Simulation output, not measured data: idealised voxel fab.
process module | voxel capacitor over wiring
cross-section cut | 230 nm wide | cells 5 nm
A cross-section is a grid of square cells, given in bands from the top down. A band is one or more rows of cells.
Each band's line starts with the height of the band's top and of its bottom, in nm. Then come its materials from left to right, each with its width in nm. One material with "throughout" fills the band from edge to edge. "air" is empty space.
Height 0 is the level under which the wafer as received is all one material. The lowest band goes on downwards, as in "0 down".
A width such as "30 to 40" changes by the same amount from each row of cells to the next, from the band's top row to its bottom row.
"no change" after a step means that no cell of the cross-section changed.
closed voids: empty space of 8 cells or more with no open way to the top, each as width x height at its distance from the left edge, in nm
after a step's settings: what the simulator itself notes on the step
overlay nm, on a step with a mask: how far to the right of its planned place the mask lay; to the left if negative
Each pair below shows a cross-section before one step and the cross-section after it, down to the lowest band that changed. The line under each pair gives the step between them, with its settings. The pairs can come from different runs of this module on the same starting wafer, so a pair continues from the pair above only where its "before" says so.
before
  0 down: Si throughout
  closed voids: none
after
  10 to 0: SiO2 throughout
  below 0: unchanged
  closed voids: none
the step between: op CONFORMAL_DEP | material SiO2 | thk nm 10
before: the cross-section after the pair above
after
  15 to 10: TiN throughout
  below 10: unchanged
  closed voids: none
the step between: op DIRECTIONAL_DEP | material TiN | thk nm 5
before: the cross-section after the pair above
after
  40 to 15: W throughout
  below 15: unchanged
  closed voids: none
the step between: op DIRECTIONAL_DEP | material W | thk nm 25
before: the cross-section after the pair above
after
  50 to 40: aC throughout
  below 40: unchanged
  closed voids: none
the step between: op DIRECTIONAL_DEP | material aC | thk nm 10
before: the cross-section after the pair above
after
  80 to 50: air 55 | resist 30 | air 55 | resist 30 | air 60
  below 50: unchanged
  closed voids: none
the step between: op PATTERN | tone cover | mask id METAL_1 | material resist | width nm 30 | pitch nm 85 | thk nm 30 | overlay nm 0
before: the cross-section after the pair above
after
  70 to 50: air 55 | resist 30 | air 55 | resist 30 | air 60
  50 to 40: air 55 | aC 30 | air 55 | aC 30 | air 60
  below 40: unchanged
  closed voids: none
the step between: op DIRECTIONAL_ETCH | etch materials aC | depth nm 10
before: the cross-section after the pair above
after
  50 to 40: air 55 | aC 30 | air 55 | aC 30 | air 60
  below 40: unchanged
  closed voids: none
the step between: op STRIP | etch materials resist
before: the cross-section after the pair above
after
  50 to 40: air 55 | aC 30 | air 55 | aC 30 | air 60
  40 to 15: air 55 | W 30 | air 55 | W 30 | air 60
  below 15: unchanged
  closed voids: none
the step between: op DIRECTIONAL_ETCH | etch materials W | depth nm 25
before: the cross-section after the pair above
after
  50 to 40: air 55 | aC 30 | air 55 | aC 30 | air 60
  40 to 15: air 55 | W 30 | air 55 | W 30 | air 60
  15 to 10: air 55 | TiN 30 | air 55 | TiN 30 | air 60
  below 10: unchanged
  closed voids: none
the step between: op DIRECTIONAL_ETCH | etch materials TiN | depth nm 5
before: the cross-section after the pair above
after
  40 to 15: air 55 | W 30 | air 55 | W 30 | air 60
  below 15: unchanged
  closed voids: none
the step between: op STRIP | etch materials aC
before: the cross-section after the pair above
after
  45 to 40: SiO2 throughout
  40 to 15: SiO2 55 | W 30 | SiO2 55 | W 30 | SiO2 60
  15 to 10: SiO2 55 | TiN 30 | SiO2 55 | TiN 30 | SiO2 60
  below 10: unchanged
  closed voids: none
the step between: op FILL_DEP | material SiO2 | thk nm 5
before: the cross-section after the pair above
after
  40 to 15: SiO2 55 | W 30 | SiO2 55 | W 30 | SiO2 60
  below 15: unchanged
  closed voids: none
the step between: op CMP | height nm 40
before: the cross-section after the pair above
after
  45 to 40: SiCN throughout
  below 40: unchanged
  closed voids: none
the step between: op CONFORMAL_DEP | material SiCN | thk nm 5
before: the cross-section after the pair above
after
  65 to 45: SiO2 throughout
  below 45: unchanged
  closed voids: none
the step between: op DIRECTIONAL_DEP | material SiO2 | thk nm 20
before: the cross-section after the pair above
after
  85 to 65: resist 70 | air 15 | resist 145
  below 65: unchanged
  closed voids: none
the step between: op PATTERN | tone open | mask id PLUG_1 | material resist | width nm 15 | thk nm 20 | overlay nm 0
before: the cross-section after the pair above
after
  85 to 65: resist 70 | air 15 | resist 145
  65 to 45: SiO2 70 | air 15 | SiO2 145
  below 45: unchanged
  closed voids: none
the step between: op DIRECTIONAL_ETCH | etch materials SiO2 | depth nm 20
before: the cross-section after the pair above
after
  85 to 65: resist 70 | air 15 | resist 145
  65 to 45: SiO2 70 | air 15 | SiO2 145
  45 to 40: SiCN 70 | air 15 | SiCN 145
  below 40: unchanged
  closed voids: none
the step between: op DIRECTIONAL_ETCH | etch materials SiCN | depth nm 5
before: the cross-section after the pair above
after
  65 to 45: SiO2 70 | air 15 | SiO2 145
  below 45: unchanged
  closed voids: none
the step between: op STRIP | etch materials resist
before: the cross-section after the pair above
after
  70 to 65: TiN 75 | air 5 | TiN 150
  65 to 45: SiO2 70 | TiN 5 | air 5 | TiN 5 | SiO2 145
  45 to 40: SiCN 70 | TiN 15 | SiCN 145
  below 40: unchanged
  closed voids: none
the step between: op CONFORMAL_DEP | material TiN | thk nm 5
before: the cross-section after the pair above
after
  80 to 70: Ru throughout
  70 to 65: TiN 75 | Ru 5 | TiN 150
  65 to 45: SiO2 70 | TiN 5 | Ru 5 | TiN 5 | SiO2 145
  below 45: unchanged
  closed voids: none
the step between: op FILL_DEP | material Ru | thk nm 10
before: the cross-section after the pair above
after
  65 to 45: SiO2 70 | TiN 5 | Ru 5 | TiN 5 | SiO2 145
  below 45: unchanged
  closed voids: none
the step between: op CMP | height nm 65
before: the cross-section after the pair above
after
  75 to 65: TiN throughout
  below 65: unchanged
  closed voids: none
the step between: op DIRECTIONAL_DEP | material TiN | thk nm 10
before: the cross-section after the pair above
after
  80 to 75: SiN throughout
  below 75: unchanged
  closed voids: none
the step between: op DIRECTIONAL_DEP | material SiN | thk nm 5
before: the cross-section after the pair above
after
  90 to 80: TiN throughout
  below 80: unchanged
  closed voids: none
the step between: op DIRECTIONAL_DEP | material TiN | thk nm 10
before: the cross-section after the pair above
after
  110 to 90: air 70 | resist 60 | air 100
  below 90: unchanged
  closed voids: none
the step between: op PATTERN | tone cover | mask id UPPER_PLATE | material resist | width nm 60 | thk nm 20 | overlay nm 0
before: the cross-section after the pair above
after
  110 to 90: air 70 | resist 60 | air 100
  90 to 80: air 70 | TiN 60 | air 100
  below 80: unchanged
  closed voids: none
the step between: op DIRECTIONAL_ETCH | etch materials TiN | depth nm 10
before: the cross-section after the pair above
after
  110 to 90: air 70 | resist 60 | air 100
  90 to 80: air 70 | TiN 60 | air 100
  80 to 75: air 70 | SiN 60 | air 100
  below 75: unchanged
  closed voids: none
the step between: op DIRECTIONAL_ETCH | etch materials SiN | depth nm 5
before: the cross-section after the pair above
after
  90 to 80: air 70 | TiN 60 | air 100
  below 80: unchanged
  closed voids: none
the step between: op STRIP | etch materials resist
before: the cross-section after the pair above
after
  105 to 90: air 65 | resist 70 | air 95
  90 to 80: air 65 | resist 5 | TiN 60 | resist 5 | air 95
  80 to 75: air 65 | resist 5 | SiN 60 | resist 5 | air 95
  below 75: unchanged
  closed voids: none
the step between: op PATTERN | tone cover | mask id LOWER_PLATE | material resist | width nm 70 | thk nm 15 | overlay nm 0
before: the cross-section after the pair above
after
  105 to 90: air 65 | resist 70 | air 95
  90 to 80: air 65 | resist 5 | TiN 60 | resist 5 | air 95
  80 to 75: air 65 | resist 5 | SiN 60 | resist 5 | air 95
  75 to 65: air 65 | TiN 70 | air 95
  below 65: unchanged
  closed voids: none
the step between: op DIRECTIONAL_ETCH | etch materials TiN | depth nm 10
before: the cross-section after the pair above
after
  90 to 80: air 70 | TiN 60 | air 100
  80 to 75: air 70 | SiN 60 | air 100
  below 75: unchanged
  closed voids: none
the step between: op STRIP | etch materials resist
before: the cross-section after the pair above
after
  105 to 90: SiO2 throughout
  90 to 80: SiO2 70 | TiN 60 | SiO2 100
  80 to 75: SiO2 70 | SiN 60 | SiO2 100
  75 to 65: SiO2 65 | TiN 70 | SiO2 95
  below 65: unchanged
  closed voids: none
the step between: op FILL_DEP | material SiO2 | thk nm 15
before: the cross-section after the pair above
after
  100 to 90: SiO2 throughout
  below 90: unchanged
  closed voids: none
the step between: op CMP | height nm 100
before: the cross-section after the pair above
after
  120 to 100: resist 80 | air 15 | resist 135
  below 100: unchanged
  closed voids: none
the step between: op PATTERN | tone open | mask id PLUG_2 | material resist | width nm 15 | thk nm 20 | overlay nm 0
before: the cross-section after the pair above
after
  120 to 100: resist 80 | air 15 | resist 135
  100 to 90: SiO2 80 | air 15 | SiO2 135
  below 90: unchanged
  closed voids: none
the step between: op DIRECTIONAL_ETCH | etch materials SiO2 | depth nm 10
before: the cross-section after the pair above
after
  100 to 90: SiO2 80 | air 15 | SiO2 135
  below 90: unchanged
  closed voids: none
the step between: op STRIP | etch materials resist
before: the cross-section after the pair above
after
  105 to 100: TiN 85 | air 5 | TiN 140
  100 to 95: SiO2 80 | TiN 5 | air 5 | TiN 5 | SiO2 135
  95 to 90: SiO2 80 | TiN 15 | SiO2 135
  below 90: unchanged
  closed voids: none
the step between: op CONFORMAL_DEP | material TiN | thk nm 5
before: the cross-section after the pair above
after
  115 to 105: W throughout
  105 to 100: TiN 85 | W 5 | TiN 140
  100 to 95: SiO2 80 | TiN 5 | W 5 | TiN 5 | SiO2 135
  below 95: unchanged
  closed voids: none
the step between: op FILL_DEP | material W | thk nm 10
before: the cross-section after the pair above
after
  100 to 95: SiO2 80 | TiN 5 | W 5 | TiN 5 | SiO2 135
  below 95: unchanged
  closed voids: none
the step between: op CMP | height nm 100
before: the cross-section after the pair above
after
  105 to 100: SiN throughout
  below 100: unchanged
  closed voids: none
the step between: op CONFORMAL_DEP | material SiN | thk nm 5
before
  75 to 65: TiN throughout
  65 to 45: SiO2 70 | TiN 5 | Ru 5 | TiN 5 | SiO2 145
  45 to 40: SiCN 70 | TiN 15 | SiCN 145
  40 to 15: SiO2 55 | W 30 | SiO2 55 | W 30 | SiO2 60
  15 to 10: SiO2 55 | TiN 30 | SiO2 55 | TiN 30 | SiO2 60
  10 to 0: SiO2 throughout
  0 down: Si throughout
  closed voids: none
after
  85 to 65: TiN throughout
  below 65: unchanged
  closed voids: none
the step between: op DIRECTIONAL_DEP | material TiN | thk nm 10
before: the cross-section after the pair above
after
  105 to 85: air 70 | resist 60 | air 100
  below 85: unchanged
  closed voids: none
the step between: op PATTERN | tone cover | mask id UPPER_PLATE | material resist | width nm 60 | thk nm 20 | overlay nm 0
before: the cross-section after the pair above
after
  105 to 85: air 70 | resist 60 | air 100
  85 to 75: air 70 | TiN 60 | air 100
  below 75: unchanged
  closed voids: none
the step between: op DIRECTIONAL_ETCH | etch materials TiN | depth nm 10
before: the cross-section after the pair above
after
  85 to 75: air 70 | TiN 60 | air 100
  below 75: unchanged
  closed voids: none
the step between: op STRIP | etch materials resist
before: the cross-section after the pair above
after
  100 to 85: air 65 | resist 70 | air 95
  85 to 75: air 65 | resist 5 | TiN 60 | resist 5 | air 95
  below 75: unchanged
  closed voids: none
the step between: op PATTERN | tone cover | mask id LOWER_PLATE | material resist | width nm 70 | thk nm 15 | overlay nm 0
before: the cross-section after the pair above
after
  100 to 85: air 65 | resist 70 | air 95
  85 to 75: air 65 | resist 5 | TiN 60 | resist 5 | air 95
  75 to 65: air 65 | TiN 70 | air 95
  below 65: unchanged
  closed voids: none
the step between: op DIRECTIONAL_ETCH | etch materials TiN | depth nm 10
before: the cross-section after the pair above
after
  85 to 75: air 70 | TiN 60 | air 100
  below 75: unchanged
  closed voids: none
the step between: op STRIP | etch materials resist
before: the cross-section after the pair above
after
  100 to 85: SiO2 throughout
  85 to 75: SiO2 70 | TiN 60 | SiO2 100
  75 to 65: SiO2 65 | TiN 70 | SiO2 95
  below 65: unchanged
  closed voids: none
the step between: op FILL_DEP | material SiO2 | thk nm 15
before: the cross-section after the pair above
after
  120 to 100: resist 80 | air 15 | resist 135
  below 100: unchanged
  closed voids: none
the step between: op PATTERN | tone open | mask id PLUG_2 | material resist | width nm 15 | thk nm 20 | overlay nm 0
before: the cross-section after the pair above
after
  120 to 100: resist 80 | air 15 | resist 135
  100 to 90: SiO2 80 | air 15 | SiO2 135
  below 90: unchanged
  closed voids: none
the step between: op DIRECTIONAL_ETCH | etch materials SiO2 | depth nm 10
before: the cross-section after the pair above
after
  100 to 90: SiO2 80 | air 15 | SiO2 135
  below 90: unchanged
  closed voids: none
the step between: op STRIP | etch materials resist
before: the cross-section after the pair above
after
  105 to 100: TiN 85 | air 5 | TiN 140
  100 to 95: SiO2 80 | TiN 5 | air 5 | TiN 5 | SiO2 135
  95 to 90: SiO2 80 | TiN 15 | SiO2 135
  below 90: unchanged
  closed voids: none
the step between: op CONFORMAL_DEP | material TiN | thk nm 5
before: the cross-section after the pair above
after
  115 to 105: W throughout
  105 to 100: TiN 85 | W 5 | TiN 140
  100 to 95: SiO2 80 | TiN 5 | W 5 | TiN 5 | SiO2 135
  below 95: unchanged
  closed voids: none
the step between: op FILL_DEP | material W | thk nm 10
before: the cross-section after the pair above
after
  100 to 95: SiO2 80 | TiN 5 | W 5 | TiN 5 | SiO2 135
  below 95: unchanged
  closed voids: none
the step between: op CMP | height nm 100
before: the cross-section after the pair above
after
  105 to 100: SiN throughout
  below 100: unchanged
  closed voids: none
the step between: op CONFORMAL_DEP | material SiN | thk nm 5
before
  65 to 45: SiO2 70 | TiN 5 | Ru 5 | TiN 5 | SiO2 145
  45 to 40: SiCN 70 | TiN 15 | SiCN 145
  40 to 15: SiO2 55 | W 30 | SiO2 55 | W 30 | SiO2 60
  15 to 10: SiO2 55 | TiN 30 | SiO2 55 | TiN 30 | SiO2 60
  10 to 0: SiO2 throughout
  0 down: Si throughout
  closed voids: none
after
  70 to 65: SiN throughout
  below 65: unchanged
  closed voids: none
the step between: op DIRECTIONAL_DEP | material SiN | thk nm 5
before: the cross-section after the pair above
after
  80 to 70: TiN throughout
  below 70: unchanged
  closed voids: none
the step between: op DIRECTIONAL_DEP | material TiN | thk nm 10
before: the cross-section after the pair above
after
  90 to 70: TiN throughout
  below 70: unchanged
  closed voids: none
the step between: op DIRECTIONAL_DEP | material TiN | thk nm 10
before: the cross-section after the pair above
after
  110 to 90: air 70 | resist 60 | air 100
  below 90: unchanged
  closed voids: none
the step between: op PATTERN | tone cover | mask id UPPER_PLATE | material resist | width nm 60 | thk nm 20 | overlay nm 0
before: the cross-section after the pair above
after
  110 to 90: air 70 | resist 60 | air 100
  90 to 80: air 70 | TiN 60 | air 100
  below 80: unchanged
  closed voids: none
the step between: op DIRECTIONAL_ETCH | etch materials TiN | depth nm 10
before: the cross-section after the pair above
after
  90 to 80: air 70 | TiN 60 | air 100
  below 80: unchanged
  closed voids: none
the step between: op STRIP | etch materials resist
before: the cross-section after the pair above
after
  105 to 90: air 65 | resist 70 | air 95
  90 to 80: air 65 | resist 5 | TiN 60 | resist 5 | air 95
  below 80: unchanged
  closed voids: none
the step between: op PATTERN | tone cover | mask id LOWER_PLATE | material resist | width nm 70 | thk nm 15 | overlay nm 0
before: the cross-section after the pair above
after
  105 to 90: air 65 | resist 70 | air 95
  90 to 80: air 65 | resist 5 | TiN 60 | resist 5 | air 95
  80 to 70: air 65 | TiN 70 | air 95
  below 70: unchanged
  closed voids: none
the step between: op DIRECTIONAL_ETCH | etch materials TiN | depth nm 10
before: the cross-section after the pair above
after
  90 to 80: air 70 | TiN 60 | air 100
  below 80: unchanged
  closed voids: none
the step between: op STRIP | etch materials resist
before: the cross-section after the pair above
after
  105 to 90: SiO2 throughout
  90 to 80: SiO2 70 | TiN 60 | SiO2 100
  80 to 70: SiO2 65 | TiN 70 | SiO2 95
  below 70: unchanged
  closed voids: none
the step between: op FILL_DEP | material SiO2 | thk nm 15
before: the cross-section after the pair above
after
  100 to 90: SiO2 throughout
  below 90: unchanged
  closed voids: none
the step between: op CMP | height nm 100
before: the cross-section after the pair above
after
  120 to 100: resist 80 | air 15 | resist 135
  below 100: unchanged
  closed voids: none
the step between: op PATTERN | tone open | mask id PLUG_2 | material resist | width nm 15 | thk nm 20 | overlay nm 0
before: the cross-section after the pair above
after
  120 to 100: resist 80 | air 15 | resist 135
  100 to 90: SiO2 80 | air 15 | SiO2 135
  below 90: unchanged
  closed voids: none
the step between: op DIRECTIONAL_ETCH | etch materials SiO2 | depth nm 10
before: the cross-section after the pair above
after
  100 to 90: SiO2 80 | air 15 | SiO2 135
  below 90: unchanged
  closed voids: none
the step between: op STRIP | etch materials resist
before: the cross-section after the pair above
after
  105 to 100: TiN 85 | air 5 | TiN 140
  100 to 95: SiO2 80 | TiN 5 | air 5 | TiN 5 | SiO2 135
  95 to 90: SiO2 80 | TiN 15 | SiO2 135
  below 90: unchanged
  closed voids: none
the step between: op CONFORMAL_DEP | material TiN | thk nm 5
before: the cross-section after the pair above
after
  115 to 105: W throughout
  105 to 100: TiN 85 | W 5 | TiN 140
  100 to 95: SiO2 80 | TiN 5 | W 5 | TiN 5 | SiO2 135
  below 95: unchanged
  closed voids: none
the step between: op FILL_DEP | material W | thk nm 10
before: the cross-section after the pair above
after
  100 to 95: SiO2 80 | TiN 5 | W 5 | TiN 5 | SiO2 135
  below 95: unchanged
  closed voids: none
the step between: op CMP | height nm 100
before: the cross-section after the pair above
after
  105 to 100: SiN throughout
  below 100: unchanged
  closed voids: none
the step between: op CONFORMAL_DEP | material SiN | thk nm 5
before
  115 to 105: W throughout
  105 to 100: TiN 85 | W 5 | TiN 140
  100 to 95: SiO2 80 | TiN 5 | W 5 | TiN 5 | SiO2 135
  95 to 90: SiO2 80 | TiN 15 | SiO2 135
  90 to 80: SiO2 70 | TiN 60 | SiO2 100
  80 to 75: SiO2 70 | SiN 60 | SiO2 100
  75 to 65: SiO2 65 | TiN 70 | SiO2 95
  65 to 45: SiO2 70 | TiN 5 | Ru 5 | TiN 5 | SiO2 145
  45 to 40: SiCN 70 | TiN 15 | SiCN 145
  40 to 15: SiO2 55 | W 30 | SiO2 55 | W 30 | SiO2 60
  15 to 10: SiO2 55 | TiN 30 | SiO2 55 | TiN 30 | SiO2 60
  10 to 0: SiO2 throughout
  0 down: Si throughout
  closed voids: none
after
  110 to 105: W throughout
  below 105: unchanged
  closed voids: none
the step between: op CMP | height nm 110
before: the cross-section after the pair above
after
  115 to 110: SiN throughout
  below 110: unchanged
  closed voids: none
the step between: op CONFORMAL_DEP | material SiN | thk nm 5
before
  90 to 80: TiN throughout
  80 to 75: SiN throughout
  75 to 65: TiN throughout
  65 to 45: SiO2 70 | TiN 5 | Ru 5 | TiN 5 | SiO2 145
  45 to 40: SiCN 70 | TiN 15 | SiCN 145
  40 to 15: SiO2 55 | W 30 | SiO2 55 | W 30 | SiO2 60
  15 to 10: SiO2 55 | TiN 30 | SiO2 55 | TiN 30 | SiO2 60
  10 to 0: SiO2 throughout
  0 down: Si throughout
  closed voids: none
after
  110 to 90: air 70 | resist 65 | air 95
  below 90: unchanged
  closed voids: none
the step between: op PATTERN | tone cover | mask id UPPER_PLATE | material resist | width nm 65 | thk nm 20 | overlay nm 0
before: the cross-section after the pair above
after
  110 to 90: air 70 | resist 65 | air 95
  90 to 80: air 70 | TiN 65 | air 95
  below 80: unchanged
  closed voids: none
the step between: op DIRECTIONAL_ETCH | etch materials TiN | depth nm 10
before: the cross-section after the pair above
after
  110 to 90: air 70 | resist 65 | air 95
  90 to 80: air 70 | TiN 65 | air 95
  80 to 75: air 70 | SiN 65 | air 95
  below 75: unchanged
  closed voids: none
the step between: op DIRECTIONAL_ETCH | etch materials SiN | depth nm 5
before: the cross-section after the pair above
after
  90 to 80: air 70 | TiN 65 | air 95
  below 80: unchanged
  closed voids: none
the step between: op STRIP | etch materials resist
before: the cross-section after the pair above
after
  105 to 90: air 65 | resist 70 | air 95
  90 to 80: air 65 | resist 5 | TiN 65 | air 95
  80 to 75: air 65 | resist 5 | SiN 65 | air 95
  below 75: unchanged
  closed voids: none
the step between: op PATTERN | tone cover | mask id LOWER_PLATE | material resist | width nm 70 | thk nm 15 | overlay nm 0
before: the cross-section after the pair above
after
  105 to 90: air 65 | resist 70 | air 95
  90 to 80: air 65 | resist 5 | TiN 65 | air 95
  80 to 75: air 65 | resist 5 | SiN 65 | air 95
  75 to 65: air 65 | TiN 70 | air 95
  below 65: unchanged
  closed voids: none
the step between: op DIRECTIONAL_ETCH | etch materials TiN | depth nm 10
before: the cross-section after the pair above
after
  90 to 80: air 70 | TiN 65 | air 95
  80 to 75: air 70 | SiN 65 | air 95
  below 75: unchanged
  closed voids: none
the step between: op STRIP | etch materials resist
before: the cross-section after the pair above
after
  105 to 90: SiO2 throughout
  90 to 80: SiO2 70 | TiN 65 | SiO2 95
  80 to 75: SiO2 70 | SiN 65 | SiO2 95
  75 to 65: SiO2 65 | TiN 70 | SiO2 95
  below 65: unchanged
  closed voids: none
the step between: op FILL_DEP | material SiO2 | thk nm 15
before: the cross-section after the pair above
after
  100 to 90: SiO2 throughout
  below 90: unchanged
  closed voids: none
the step between: op CMP | height nm 100
before: the cross-section after the pair above
after
  120 to 100: resist 80 | air 15 | resist 135
  below 100: unchanged
  closed voids: none
the step between: op PATTERN | tone open | mask id PLUG_2 | material resist | width nm 15 | thk nm 20 | overlay nm 0
before: the cross-section after the pair above
after
  120 to 100: resist 80 | air 15 | resist 135
  100 to 90: SiO2 80 | air 15 | SiO2 135
  below 90: unchanged
  closed voids: none
the step between: op DIRECTIONAL_ETCH | etch materials SiO2 | depth nm 10
before: the cross-section after the pair above
after
  100 to 90: SiO2 80 | air 15 | SiO2 135
  below 90: unchanged
  closed voids: none
the step between: op STRIP | etch materials resist
before: the cross-section after the pair above
after
  105 to 100: TiN 85 | air 5 | TiN 140
  100 to 95: SiO2 80 | TiN 5 | air 5 | TiN 5 | SiO2 135
  95 to 90: SiO2 80 | TiN 15 | SiO2 135
  below 90: unchanged
  closed voids: none
the step between: op CONFORMAL_DEP | material TiN | thk nm 5
before: the cross-section after the pair above
after
  115 to 105: W throughout
  105 to 100: TiN 85 | W 5 | TiN 140
  100 to 95: SiO2 80 | TiN 5 | W 5 | TiN 5 | SiO2 135
  below 95: unchanged
  closed voids: none
the step between: op FILL_DEP | material W | thk nm 10
before: the cross-section after the pair above
after
  100 to 95: SiO2 80 | TiN 5 | W 5 | TiN 5 | SiO2 135
  below 95: unchanged
  closed voids: none
the step between: op CMP | height nm 100
before: the cross-section after the pair above
after
  105 to 100: SiN throughout
  below 100: unchanged
  closed voids: none
the step between: op CONFORMAL_DEP | material SiN | thk nm 5
before
  100 to 90: SiO2 throughout
  90 to 80: SiO2 70 | TiN 60 | SiO2 100
  80 to 75: SiO2 70 | SiN 60 | SiO2 100
  75 to 65: SiO2 65 | TiN 70 | SiO2 95
  65 to 45: SiO2 70 | TiN 5 | Ru 5 | TiN 5 | SiO2 145
  45 to 40: SiCN 70 | TiN 15 | SiCN 145
  40 to 15: SiO2 55 | W 30 | SiO2 55 | W 30 | SiO2 60
  15 to 10: SiO2 55 | TiN 30 | SiO2 55 | TiN 30 | SiO2 60
  10 to 0: SiO2 throughout
  0 down: Si throughout
  closed voids: none
after
  120 to 100: resist 75 | air 15 | resist 140
  below 100: unchanged
  closed voids: none
the step between: op PATTERN | tone open | mask id PLUG_2 | material resist | width nm 15 | thk nm 20 | overlay nm -5
before: the cross-section after the pair above
after
  120 to 100: resist 75 | air 15 | resist 140
  100 to 90: SiO2 75 | air 15 | SiO2 140
  below 90: unchanged
  closed voids: none
the step between: op DIRECTIONAL_ETCH | etch materials SiO2 | depth nm 10
before: the cross-section after the pair above
after
  100 to 90: SiO2 75 | air 15 | SiO2 140
  below 90: unchanged
  closed voids: none
the step between: op STRIP | etch materials resist
before: the cross-section after the pair above
after
  105 to 100: TiN 80 | air 5 | TiN 145
  100 to 95: SiO2 75 | TiN 5 | air 5 | TiN 5 | SiO2 140
  95 to 90: SiO2 75 | TiN 15 | SiO2 140
  below 90: unchanged
  closed voids: none
the step between: op CONFORMAL_DEP | material TiN | thk nm 5
before: the cross-section after the pair above
after
  115 to 105: W throughout
  105 to 100: TiN 80 | W 5 | TiN 145
  100 to 95: SiO2 75 | TiN 5 | W 5 | TiN 5 | SiO2 140
  below 95: unchanged
  closed voids: none
the step between: op FILL_DEP | material W | thk nm 10
before: the cross-section after the pair above
after
  100 to 95: SiO2 75 | TiN 5 | W 5 | TiN 5 | SiO2 140
  below 95: unchanged
  closed voids: none
the step between: op CMP | height nm 100
before: the cross-section after the pair above
after
  105 to 100: SiN throughout
  below 100: unchanged
  closed voids: none
the step between: op CONFORMAL_DEP | material SiN | thk nm 5
before
  90 to 80: air 70 | TiN 60 | air 100
  80 to 75: air 70 | SiN 60 | air 100
  75 to 65: air 65 | TiN 70 | air 95
  65 to 45: SiO2 70 | TiN 5 | Ru 5 | TiN 5 | SiO2 145
  45 to 40: SiCN 70 | TiN 15 | SiCN 145
  40 to 15: SiO2 55 | W 30 | SiO2 55 | W 30 | SiO2 60
  15 to 10: SiO2 55 | TiN 30 | SiO2 55 | TiN 30 | SiO2 60
  10 to 0: SiO2 throughout
  0 down: Si throughout
  closed voids: none
after
  105 to 90: SiCN throughout
  90 to 80: SiCN 70 | TiN 60 | SiCN 100
  80 to 75: SiCN 70 | SiN 60 | SiCN 100
  75 to 65: SiCN 65 | TiN 70 | SiCN 95
  below 65: unchanged
  closed voids: none
the step between: op FILL_DEP | material SiCN | thk nm 15
before: the cross-section after the pair above
after
  100 to 90: SiCN throughout
  below 90: unchanged
  closed voids: none
the step between: op CMP | height nm 100
before: the cross-section after the pair above
after
  120 to 100: resist 80 | air 15 | resist 135
  below 100: unchanged
  closed voids: none
the step between: op PATTERN | tone open | mask id PLUG_2 | material resist | width nm 15 | thk nm 20 | overlay nm 0
before: the cross-section after the pair above
after
  100 to 90: SiCN throughout
  below 90: unchanged
  closed voids: none
the step between: op STRIP | etch materials resist
before: the cross-section after the pair above
after
  105 to 100: TiN throughout
  below 100: unchanged
  closed voids: none
the step between: op CONFORMAL_DEP | material TiN | thk nm 5
before: the cross-section after the pair above
after
  115 to 105: W throughout
  below 105: unchanged
  closed voids: none
the step between: op FILL_DEP | material W | thk nm 10
before: the cross-section after the pair above
after
  100 to 90: SiCN throughout
  below 90: unchanged
  closed voids: none
the step between: op CMP | height nm 100
before: the cross-section after the pair above
after
  105 to 100: SiN throughout
  below 100: unchanged
  closed voids: none
the step between: op CONFORMAL_DEP | material SiN | thk nm 5
before
  100 to 90: SiO2 throughout
  90 to 80: SiO2 70 | TiN 60 | SiO2 100
  80 to 75: SiO2 70 | SiN 60 | SiO2 100
  75 to 65: SiO2 65 | TiN 70 | SiO2 95
  65 to 45: SiO2 70 | TiN 5 | Ru 5 | TiN 5 | SiO2 145
  45 to 40: SiCN 70 | TiN 15 | SiCN 145
  40 to 15: SiO2 55 | W 30 | SiO2 55 | W 30 | SiO2 60
  15 to 10: SiO2 55 | TiN 30 | SiO2 55 | TiN 30 | SiO2 60
  10 to 0: SiO2 throughout
  0 down: Si throughout
  closed voids: none
after
  120 to 100: air 80 | resist 15 | air 135
  below 100: unchanged
  closed voids: none
the step between: op PATTERN | tone cover | mask id PLUG_2 | material resist | width nm 15 | thk nm 20 | overlay nm 0
before: the cross-section after the pair above
after
  120 to 100: air 80 | resist 15 | air 135
  100 to 90: air 80 | SiO2 15 | air 135
  below 90: unchanged
  closed voids: none
the step between: op DIRECTIONAL_ETCH | etch materials SiO2 | depth nm 10
before: the cross-section after the pair above
after
  100 to 90: air 80 | SiO2 15 | air 135
  below 90: unchanged
  closed voids: none
the step between: op STRIP | etch materials resist
before: the cross-section after the pair above
after
  105 to 100: air 75 | TiN 25 | air 130
  100 to 95: air 75 | TiN 5 | SiO2 15 | TiN 5 | air 130
  95 to 90: TiN 80 | SiO2 15 | TiN 135
  below 90: unchanged
  closed voids: none
the step between: op CONFORMAL_DEP | material TiN | thk nm 5
before: the cross-section after the pair above
after
  115 to 105: W throughout
  105 to 100: W 75 | TiN 25 | W 130
  100 to 95: W 75 | TiN 5 | SiO2 15 | TiN 5 | W 130
  below 95: unchanged
  closed voids: none
the step between: op FILL_DEP | material W | thk nm 10
before: the cross-section after the pair above
after
  100 to 95: W 75 | TiN 5 | SiO2 15 | TiN 5 | W 130
  below 95: unchanged
  closed voids: none
the step between: op CMP | height nm 100
before: the cross-section after the pair above
after
  105 to 100: SiN throughout
  below 100: unchanged
  closed voids: none
the step between: op CONFORMAL_DEP | material SiN | thk nm 5
